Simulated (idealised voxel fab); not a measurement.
process module | voxel transistor to metal
cross-section cut | 225 nm wide | cells 5 nm
A cross-section is a grid of square cells, given in bands from the top down. A band is one or more rows of cells.
Each band's line starts with the height of the band's top and of its bottom, in nm. Then come its materials from left to right, each with its width in nm. One material with "throughout" fills the band from edge to edge. "air" is empty space.
Height 0 is the level under which the wafer as received is all one material. The lowest band goes on downwards, as in "0 down".
A width such as "30 to 40" changes by the same amount from each row of cells to the next, from the band's top row to its bottom row.
"no change" after a step means that no cell of the cross-section changed.
closed voids: empty space of 8 cells or more with no open way to the top, each as width x height at its distance from the left edge, in nm
after a step's settings: what the simulator itself notes on the step
overlay nm, on a step with a mask: how far to the right of its planned place the mask lay; to the left if negative
plan
1 op RECEIVE | material Si
2 op CONFORMAL_DEP | material SiO2 | thk nm 5
3 op CONFORMAL_DEP | material SiN | thk nm 15
4 op MASKED_ETCH | tone cover | mask id ACTIVE | width nm 85 | pitch nm 110 | etch materials SiN | depth nm 15 | overlay nm 0
5 op MASKED_ETCH | tone cover | mask id ACTIVE | width nm 85 | pitch nm 110 | etch materials SiO2 | depth nm 5 | overlay nm 0
6 op MASKED_ETCH | tone cover | mask id ACTIVE | width nm 85 | pitch nm 110 | etch materials Si | depth nm 30 | overlay nm 0
7 op OXIDIZE | depth nm 5
8 op FILL_DEP | material SiO2 | thk nm 10
9 op CMP | height nm 20
10 op SELECTIVE_ETCH | etch materials SiO2 | depth nm 10
11 op STRIP | etch materials SiN
12 op SELECTIVE_ETCH | etch materials SiO2 | depth nm 5
13 op OXIDIZE | depth nm 5
14 op DIRECTIONAL_DEP | material polySi | thk nm 25
15 op DIRECTIONAL_DEP | material SiCN | thk nm 15
16 op DIRECTIONAL_DEP | material aC | thk nm 10
17 op PATTERN | tone cover | mask id GATE | material resist | width nm 15 | pitch nm 110 | thk nm 30 | overlay nm 0
18 op DIRECTIONAL_ETCH | etch materials aC | depth nm 10
19 op STRIP | etch materials resist
20 op DIRECTIONAL_ETCH | etch materials SiCN | depth nm 25
21 op DIRECTIONAL_ETCH | etch materials polySi | depth nm 35
22 op STRIP | etch materials aC
23 op CONFORMAL_DEP | material SiN | thk nm 5
24 op DIRECTIONAL_ETCH | etch materials SiN | depth nm 5
25 op DIRECTIONAL_ETCH | etch materials SiO2 | depth nm 5
26 op DIRECTIONAL_ETCH | etch materials Si | depth nm 15
27 op EPI | material pSi | thk nm 15
28 op FILL_DEP | material SiO2 | thk nm 10
29 op CMP | height nm 40
30 op DIRECTIONAL_DEP | material SiO2 | thk nm 15
31 op MASKED_ETCH | tone open | mask id CONTACT | width nm 15 | etch materials SiO2 | depth nm 60 | overlay nm 0
32 op CONFORMAL_DEP | material TiN | thk nm 5
33 op FILL_DEP | material W | thk nm 5
34 op CMP | height nm 55
35 op CONFORMAL_DEP | material SiCN | thk nm 5
36 op DIRECTIONAL_DEP | material SiO2 | thk nm 15
37 op MASKED_ETCH | tone open | mask id METAL_1 | width nm 15 | etch materials SiO2 | depth nm 15 | overlay nm 0
38 op MASKED_ETCH | tone open | mask id METAL_1 | width nm 15 | etch materials SiCN | depth nm 5 | overlay nm 0
39 op CONFORMAL_DEP | material TiN | thk nm 5
40 op FILL_DEP | material Ru | thk nm 10
41 op CMP | height nm 75
42 op CONFORMAL_DEP | material SiN | thk nm 5
as received, after step 1
  0 down: Si throughout
  closed voids: none
a wafer at the end: this start, this plan, one mistake
  80 to 75: SiN throughout
  75 to 60: SiO2 20 | TiN 5 | Ru 5 | TiN 5 | SiO2 45 | TiN 5 | Ru 5 | TiN 5 | SiO2 35 | TiN 5 | Ru 5 | TiN 5 | SiO2 45 | TiN 5 | Ru 5 | TiN 5 | SiO2 20
  60 to 55: SiCN 20 | TiN 15 | SiCN 45 | TiN 15 | SiCN 35 | TiN 15 | SiCN 45 | TiN 15 | SiCN 20
  55 to 40: SiO2 20 | TiN 5 | W 5 | TiN 5 | SiO2 45 | TiN 5 | W 5 | TiN 5 | SiO2 35 | TiN 5 | W 5 | TiN 5 | SiO2 45 | TiN 5 | W 5 | TiN 5 | SiO2 20
  40 to 25: SiO2 20 | TiN 5 | W 5 | TiN 5 | SiO2 10 | SiN 5 | SiCN 15 | SiN 5 | SiO2 10 | TiN 5 | W 5 | TiN 5 | SiO2 35 | TiN 5 | W 5 | TiN 5 | SiO2 10 | SiN 5 | SiCN 15 | SiN 5 | SiO2 10 | TiN 5 | W 5 | TiN 5 | SiO2 20
  25 to 15: SiO2 20 | TiN 5 | W 5 | TiN 5 | SiO2 10 | SiN 5 | polySi 15 | SiN 5 | SiO2 10 | TiN 5 | W 5 | TiN 5 | SiO2 35 | TiN 5 | W 5 | TiN 5 | SiO2 10 | SiN 5 | polySi 15 | SiN 5 | SiO2 10 | TiN 5 | W 5 | TiN 5 | SiO2 20
  15 to 10: SiO2 20 | TiN 15 | SiO2 10 | SiN 5 | polySi 15 | SiN 5 | SiO2 10 | TiN 15 | SiO2 35 | TiN 15 | SiO2 10 | SiN 5 | polySi 15 | SiN 5 | SiO2 10 | TiN 15 | SiO2 20
  10 to 5: SiO2 20 | TiN 10 | pSi 15 | SiN 5 | polySi 15 | SiN 5 | pSi 15 | TiN 10 | SiO2 35 | TiN 10 | pSi 15 | SiN 5 | polySi 15 | SiN 5 | pSi 15 | TiN 10 | SiO2 20
  5 to 0: SiO2 10 | SiN 5 | SiO2 5 | TiN 10 | pSi 15 | SiN 5 | polySi 15 | SiN 5 | pSi 15 | TiN 10 | SiO2 5 | SiN 5 | SiO2 15 | SiN 5 | SiO2 5 | TiN 10 | pSi 15 | SiN 5 | polySi 15 | SiN 5 | pSi 15 | TiN 10 | SiO2 5 | SiN 5 | SiO2 10
  0 to -5: SiO2 20 | TiN 10 | pSi 15 | SiO2 25 | pSi 15 | TiN 10 | SiO2 35 | TiN 10 | pSi 15 | SiO2 25 | pSi 15 | TiN 10 | SiO2 20
  -5 to -20: SiO2 20 | pSi 25 | Si 25 | pSi 25 | SiO2 35 | pSi 25 | Si 25 | pSi 25 | SiO2 20
  -20 to -65: SiO2 20 | Si 75 | SiO2 35 | Si 75 | SiO2 20
  -65 down: Si throughout
  closed voids: none
what went wrong: step 6 was run twice
